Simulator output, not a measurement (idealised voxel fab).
A process module follows: voxel tone inversion.
It is cross-section cut that appears here, measuring 290 nm in width, its square cells being 5 nm in size.
Format of a cross-section: grid, square cells. Given as bands. Order: top down. Band: one or more rows of cells.
A band entry consists of two parts. The first gives the height of the band's top and the height of its bottom, in nm. The rest lists the band's materials from left to right, each with its width in nm. A single material labelled with the word "everywhere" fills the band from edge to edge, and the word "empty" marks empty space.
Height datum 0, below which the as-received substrate wafer is one material. Lowest band open at the bottom, running downward: "0 nm and below".
Graded width ("30->40"): value in top row of band = first number; value in bottom row = second number; row-to-row change constant.
Basically "nothing got changed" means that step didn't change any cell in the cross-section.
Basically, "Voids, sealed" tells you about the enclosed voids: empty spaces with no open way to the top, 8 cells or bigger, each written width x height at distance, where distance is from the left edge, all in nm.
Where a step's line continues beyond its settings, the continuation is a remark by the simulator itself on that step.
overlay nm: on a step with a mask, how far right of its planned place the mask lay; negative means left.

PROCESS STEPS FORESEEN IN THE PLAN
1,RECEIVE: material Si
2,CONFORMAL_DEP: material SiCN, thk nm 10
3,DIRECTIONAL_DEP: material polySi, thk nm 15
4,PATTERN: tone cover, mask id POSTS, material resist, width nm 25, pitch nm 45, thk nm 25, overlay nm 0
5,DIRECTIONAL_ETCH: etch materials polySi, depth nm 15
6,STRIP: etch materials resist
7,FILL_DEP: material lowk, thk nm 5
8,CMP: height nm 25
9,STRIP: etch materials polySi

ON THE FIRST OF THE TWO WAFERS: RUN CONDUCTED ACCORDING TO PLAN

AS-RECEIVED WAFER CROSS-SECTION (AFTER STEP 1)
    0 nm and below: Si everywhere
    Voids, sealed: none

CROSS-SECTION OF THE WAFER AFTER STEP 2
    10 nm to 0 nm: SiCN everywhere
    Nothing below the height 0 has changed.

CROSS-SECTION OF THE WAFER AFTER STEP 3
    25 nm to 10 nm: polySi everywhere
    Nothing below the height 10 has changed.

CROSS-SECTION OF THE WAFER AFTER STEP 4
    50 nm to 25 nm: empty (65), then resist (25), then empty (20), then resist (25), then empty (20), then resist (25), then empty (20), then resist (25), then empty (65)
    Nothing below the height 25 has changed.

CROSS-SECTION OF THE WAFER AFTER STEP 5
    50 nm to 25 nm: empty (65), then resist (25), then empty (20), then resist (25), then empty (20), then resist (25), then empty (20), then resist (25), then empty (65)
    25 nm to 10 nm: empty (65), then polySi (25), then empty (20), then polySi (25), then empty (20), then polySi (25), then empty (20), then polySi (25), then empty (65)
    Nothing below the height 10 has changed.

CROSS-SECTION OF THE WAFER AFTER STEP 6
    25 nm to 10 nm: empty (65), then polySi (25), then empty (20), then polySi (25), then empty (20), then polySi (25), then empty (20), then polySi (25), then empty (65)
    Nothing below the height 10 has changed.

CROSS-SECTION OF THE WAFER AFTER STEP 7
    30 nm to 25 nm: lowk everywhere
    25 nm to 10 nm: lowk (65), then polySi (25), then lowk (20), then polySi (25), then lowk (20), then polySi (25), then lowk (20), then polySi (25), then lowk (65)
    Nothing below the height 10 has changed.

CROSS-SECTION OF THE WAFER AFTER STEP 8
    25 nm to 10 nm: lowk (65), then polySi (25), then lowk (20), then polySi (25), then lowk (20), then polySi (25), then lowk (20), then polySi (25), then lowk (65)
    Nothing below the height 10 has changed.

CROSS-SECTION OF THE WAFER AFTER STEP 9
    25 nm to 10 nm: lowk (65), then empty (25), then lowk (20), then empty (25), then lowk (20), then empty (25), then lowk (20), then empty (25), then lowk (65)
    Nothing below the height 10 has changed.

OKAY, SECOND WAFER. NOTHING DIFFERENT AT THE START, NOTHING DIFFERENT IN THE PLAN, JUST ONE MISTAKE SOMEWHERE IN THE RUNNING. AS FAR AS STEP 5, COUNTING THAT STEP, IT'S THE FIRST WAFER ALL OVER AGAIN

CROSS-SECTION: SECOND WAFER, TIME AT WHICH STEP 6 WAS SCHEDULED TO END
    25 nm to 10 nm: empty (65), then polySi (25), then empty (20), then polySi (25), then empty (20), then polySi (25), then empty (20), then polySi (25), then empty (65)
    Nothing below the height 10 has changed.

CROSS-SECTION: SECOND WAFER, TIME AT WHICH STEP 7 WAS SCHEDULED TO END
    30 nm to 25 nm: lowk everywhere
    25 nm to 10 nm: lowk (65), then polySi (25), then lowk (20), then polySi (25), then lowk (20), then polySi (25), then lowk (20), then polySi (25), then lowk (65)
    Nothing below the height 10 has changed.

CROSS-SECTION: SECOND WAFER, TIME AT WHICH STEP 8 WAS SCHEDULED TO END
    25 nm to 10 nm: lowk (65), then polySi (25), then lowk (20), then polySi (25), then lowk (20), then polySi (25), then lowk (20), then polySi (25), then lowk (65)
    Nothing below the height 10 has changed.

CROSS-SECTION: SECOND WAFER, TIME AT WHICH STEP 9 WAS SCHEDULED TO END
    25 nm to 10 nm: lowk (65), then empty (25), then lowk (20), then empty (25), then lowk (20), then empty (25), then lowk (20), then empty (25), then lowk (65)
    Nothing below the height 10 has changed.
What went wrong in running the wafer? heads up, step 6 of the plan got done twice
It should be noted that the final cross-sections of the two wafers coincide, and the mistake therefore has no effect on the output of this model.
